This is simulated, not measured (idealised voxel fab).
The name of this process module is voxel wiring stack.
The cross-section on display is named cut; it measures 225 nm wide, and its cells are 5 nm squares.
Heads up, the way a cross-section reads in here is a grid of square cells, handed over as bands from the top down, with every band being one or more rows of cells.
Top, bottom (nm), then materials left to right with widths (nm); lone material tagged "everywhere" fills the whole band edge to edge; "blank" = empty space.
The reference from which all heights are counted is 0, the level beneath which the as-received wafer is entirely one material; the lowest band, having no lower bound, proceeds downward and is written after the example "z 0 and below".
Graded width ("30 to 40"): value in top row of band = first number; value in bottom row = second number; row-to-row change constant.
Where a step carries "everything unchanged", the cross-section came out of it unchanged, cell for cell.
Empty spaces without an open route to the top, at least 8 cells in extent, make up the entry "Sealed voids"; each is given as width x height at distance, where the distance is measured from the left edge, and all are in nm.
after a step's settings: what the simulator itself notes on the step
"overlay nm" denotes, for a step that has a mask, the displacement of the mask to the right of its planned place, with negative values corresponding to the left.

## Steps in the process plan
1 RECEIVE, material Si
2 CONFORMAL_DEP, material SiO2, thk nm 10
3 CONFORMAL_DEP, material SiN, thk nm 5
4 DIRECTIONAL_DEP, material SiO2, thk nm 20
5 DIRECTIONAL_DEP, material aC, thk nm 10
6 PATTERN, tone open, mask id METAL_1, material resist, width nm 30, pitch nm 55, thk nm 25, overlay nm 0
7 DIRECTIONAL_ETCH, etch materials aC, depth nm 10
8 STRIP, etch materials resist
9 DIRECTIONAL_ETCH, etch materials SiO2, depth nm 20
10 DIRECTIONAL_ETCH, etch materials SiN, depth nm 5
11 STRIP, etch materials aC
12 CONFORMAL_DEP, material TiN, thk nm 5
13 FILL_DEP, material Cu, thk nm 5
14 CMP, height nm 35
15 CONFORMAL_DEP, material SiCN, thk nm 5
16 DIRECTIONAL_DEP, material lowk, thk nm 10
17 DIRECTIONAL_DEP, material aC, thk nm 10
18 PATTERN, tone open, mask id PLUG_1, material resist, width nm 15, thk nm 30, overlay nm 0
19 DIRECTIONAL_ETCH, etch materials aC, depth nm 10
20 STRIP, etch materials resist
21 DIRECTIONAL_ETCH, etch materials lowk, depth nm 10
22 DIRECTIONAL_ETCH, etch materials SiCN, depth nm 5
23 STRIP, etch materials aC
24 EPI, material Ru, thk nm 10
25 EPI, material Ru, thk nm 5
26 CONFORMAL_DEP, material SiN, thk nm 5
27 DIRECTIONAL_DEP, material lowk, thk nm 15
28 DIRECTIONAL_DEP, material aC, thk nm 15
29 PATTERN, tone open, mask id METAL_2, material resist, width nm 30, pitch nm 55, thk nm 30, overlay nm 0
30 DIRECTIONAL_ETCH, etch materials aC, depth nm 15
31 STRIP, etch materials resist
32 DIRECTIONAL_ETCH, etch materials lowk, depth nm 15
33 DIRECTIONAL_ETCH, etch materials SiN, depth nm 5
34 STRIP, etch materials aC
35 CONFORMAL_DEP, material TiN, thk nm 5
36 FILL_DEP, material Ru, thk nm 10
37 CMP, height nm 70
38 CONFORMAL_DEP, material SiCN, thk nm 5
39 DIRECTIONAL_DEP, material SiO2, thk nm 30
40 PATTERN, tone open, mask id METAL_3_HOLES, material resist, width nm 15, thk nm 20, overlay nm 0
41 DIRECTIONAL_ETCH, etch materials SiO2, depth nm 30
42 STRIP, etch materials resist
43 MASKED_ETCH, tone open, mask id METAL_3, width nm 30, pitch nm 55, etch materials SiO2, depth nm 15, overlay nm 0
44 MASKED_ETCH, tone open, mask id METAL_3, width nm 30, pitch nm 55, etch materials SiCN, depth nm 5, overlay nm 0
45 CONFORMAL_DEP, material TiN, thk nm 5
46 FILL_DEP, material Ru, thk nm 10
47 CMP, height nm 105
48 CONFORMAL_DEP, material SiCN, thk nm 5

## Cross-section of the wafer as it came to us, i.e., already through step 1
> z 0 and below | Si everywhere
> Sealed voids: none

## first wafer at the end, as planned
> z 110 to 105 | SiCN everywhere
> z 105 to 95 | 70 of SiO2, 5 of TiN, 20 of Ru, 5 of TiN, 25 of SiO2, 5 of TiN, 20 of Ru, 5 of TiN, 70 of SiO2
> z 95 to 90 | 70 of SiO2, 5 of TiN, 5 of Ru, 20 of TiN, 25 of SiO2, 30 of TiN, 70 of SiO2
> z 90 to 75 | 70 of SiO2, 5 of TiN, 5 of Ru, 5 of TiN, 140 of SiO2
> z 75 to 70 | 70 of SiCN, 15 of TiN, 140 of SiCN
> z 70 to 55 | 70 of lowk, 5 of TiN, 20 of Ru, 5 of TiN, 25 of lowk, 5 of TiN, 20 of Ru, 5 of TiN, 70 of lowk
> z 55 to 50 | 70 of SiN, 30 of TiN, 25 of SiN, 30 of TiN, 70 of SiN
> z 50 to 40 | 70 of lowk, 15 of Ru, 140 of lowk
> z 40 to 35 | 70 of SiCN, 15 of Ru, 140 of SiCN
> z 35 to 15 | 70 of SiO2, 5 of TiN, 20 of Cu, 5 of TiN, 25 of SiO2, 5 of TiN, 20 of Cu, 5 of TiN, 70 of SiO2
> z 15 to 10 | 70 of SiN, 30 of TiN, 25 of SiN, 30 of TiN, 70 of SiN
> z 10 to 0 | SiO2 everywhere
> z 0 and below | Si everywhere
> Sealed voids: none

## Cross-section, wafer two of two, end of module: same start and plan as wafer one, one error in execution
> z 110 to 105 | SiCN everywhere
> z 105 to 95 | 70 of SiO2, 5 of TiN, 25 of Ru, 5 of TiN, 20 of SiO2, 5 of TiN, 25 of Ru, 5 of TiN, 65 of SiO2
> z 95 to 90 | 70 of SiO2, 5 of TiN, 5 of Ru, 25 of TiN, 20 of SiO2, 35 of TiN, 65 of SiO2
> z 90 to 75 | 70 of SiO2, 5 of TiN, 5 of Ru, 5 of TiN, 140 of SiO2
> z 75 to 70 | 70 of SiCN, 15 of TiN, 140 of SiCN
> z 70 to 55 | 70 of lowk, 5 of TiN, 20 of Ru, 5 of TiN, 25 of lowk, 5 of TiN, 20 of Ru, 5 of TiN, 70 of lowk
> z 55 to 50 | 70 of SiN, 30 of TiN, 25 of SiN, 30 of TiN, 70 of SiN
> z 50 to 40 | 70 of lowk, 15 of Ru, 140 of lowk
> z 40 to 35 | 70 of SiCN, 15 of Ru, 140 of SiCN
> z 35 to 15 | 70 of SiO2, 5 of TiN, 20 of Cu, 5 of TiN, 25 of SiO2, 5 of TiN, 20 of Cu, 5 of TiN, 70 of SiO2
> z 15 to 10 | 70 of SiN, 30 of TiN, 25 of SiN, 30 of TiN, 70 of SiN
> z 10 to 0 | SiO2 everywhere
> z 0 and below | Si everywhere
> Sealed voids: none
what went wrong: step 43 deviated from plan and actually ran as MASKED_ETCH, tone open, mask id METAL_3, width nm 35, pitch nm 55, etch materials SiO2, depth nm 15, overlay nm 0
Heads up, by the end the second wafer has more or fewer cells of some materials compared to the first: Ru: 4 more | SiO2: 6 fewer | TiN: 2 more
